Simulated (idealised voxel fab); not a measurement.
process module | voxel capacitor over wiring
cross-section cut | 180 nm wide | cells 5 nm
A cross-section is a grid of square cells, given in bands from the top down. A band is one or more rows of cells.
Each band's line starts with the height of the band's top and of its bottom, in nm. Then come its materials from left to right, each with its width in nm. One material with "throughout" fills the band from edge to edge. "air" is empty space.
Height 0 is the level under which the wafer as received is all one material. The lowest band goes on downwards, as in "0 down".
A width such as "30 to 40" changes by the same amount from each row of cells to the next, from the band's top row to its bottom row.
"no change" after a step means that no cell of the cross-section changed.
closed voids: empty space of 8 cells or more with no open way to the top, each as width x height at its distance from the left edge, in nm
after a step's settings: what the simulator itself notes on the step
overlay nm, on a step with a mask: how far to the right of its planned place the mask lay; to the left if negative
plan
1 op RECEIVE | material Si
2 op CONFORMAL_DEP | material SiO2 | thk nm 15
3 op CONFORMAL_DEP | material SiCN | thk nm 5
4 op DIRECTIONAL_DEP | material SiO2 | thk nm 25
5 op MASKED_ETCH | tone open | mask id METAL_1 | width nm 25 | pitch nm 75 | etch materials SiO2 | depth nm 25 | overlay nm 0
6 op MASKED_ETCH | tone open | mask id METAL_1 | width nm 25 | pitch nm 75 | etch materials SiCN | depth nm 5 | overlay nm 0
7 op CONFORMAL_DEP | material TiN | thk nm 5
8 op FILL_DEP | material W | thk nm 10
9 op CMP | height nm 45
10 op CONFORMAL_DEP | material SiCN | thk nm 5
11 op DIRECTIONAL_DEP | material SiO2 | thk nm 20
12 op MASKED_ETCH | tone open | mask id PLUG_1 | width nm 15 | etch materials SiO2 | depth nm 20 | overlay nm 0
13 op MASKED_ETCH | tone open | mask id PLUG_1 | width nm 15 | etch materials SiCN | depth nm 5 | overlay nm 0
14 op EPI | material Ru | thk nm 10
15 op EPI | material Ru | thk nm 10
16 op EPI | material Ru | thk nm 5
17 op DIRECTIONAL_DEP | material TiN | thk nm 10
18 op DIRECTIONAL_DEP | material SiN | thk nm 5
19 op DIRECTIONAL_DEP | material TiN | thk nm 10
20 op MASKED_ETCH | tone cover | mask id UPPER_PLATE | width nm 55 | etch materials TiN | depth nm 10 | overlay nm 0
21 op MASKED_ETCH | tone cover | mask id UPPER_PLATE | width nm 55 | etch materials SiN | depth nm 5 | overlay nm 0
22 op PATTERN | tone cover | mask id LOWER_PLATE | material resist | width nm 65 | thk nm 20 | overlay nm 0
23 op DIRECTIONAL_ETCH | etch materials TiN | depth nm 10
24 op STRIP | etch materials resist
25 op FILL_DEP | material SiO2 | thk nm 15
26 op CMP | height nm 105
27 op MASKED_ETCH | tone open | mask id PLUG_2 | width nm 15 | etch materials SiO2 | depth nm 10 | overlay nm 0
28 op CONFORMAL_DEP | material TiN | thk nm 5
29 op FILL_DEP | material Cu | thk nm 10
30 op CMP | height nm 105
31 op CONFORMAL_DEP | material SiN | thk nm 5
as received, after step 1
  0 down: Si throughout
  closed voids: none
a wafer at the end: this start, this plan, one mistake
  110 to 105: SiN throughout
  105 to 100: SiO2 60 | TiN 5 | Cu 5 | TiN 5 | SiO2 105
  100 to 95: SiO2 60 | TiN 15 | SiO2 105
  95 to 85: SiO2 55 | TiN 50 | SiO2 75
  85 to 80: SiO2 50 | SiN 55 | SiO2 75
  80 to 70: SiO2 50 | TiN 70 | SiO2 60
  70 to 50: SiO2 50 | Ru 15 | SiO2 115
  50 to 45: SiCN 50 | Ru 15 | SiCN 115
  45 to 20: SiO2 40 | TiN 5 | W 15 | TiN 5 | SiO2 50 | TiN 5 | W 15 | TiN 5 | SiO2 40
  20 to 15: SiCN 40 | TiN 25 | SiCN 50 | TiN 25 | SiCN 40
  15 to 0: SiO2 throughout
  0 down: Si throughout
  closed voids: none
what went wrong: step 22 ran as: op PATTERN | tone cover | mask id LOWER_PLATE | material resist | width nm 65 | thk nm 20 | overlay nm 10
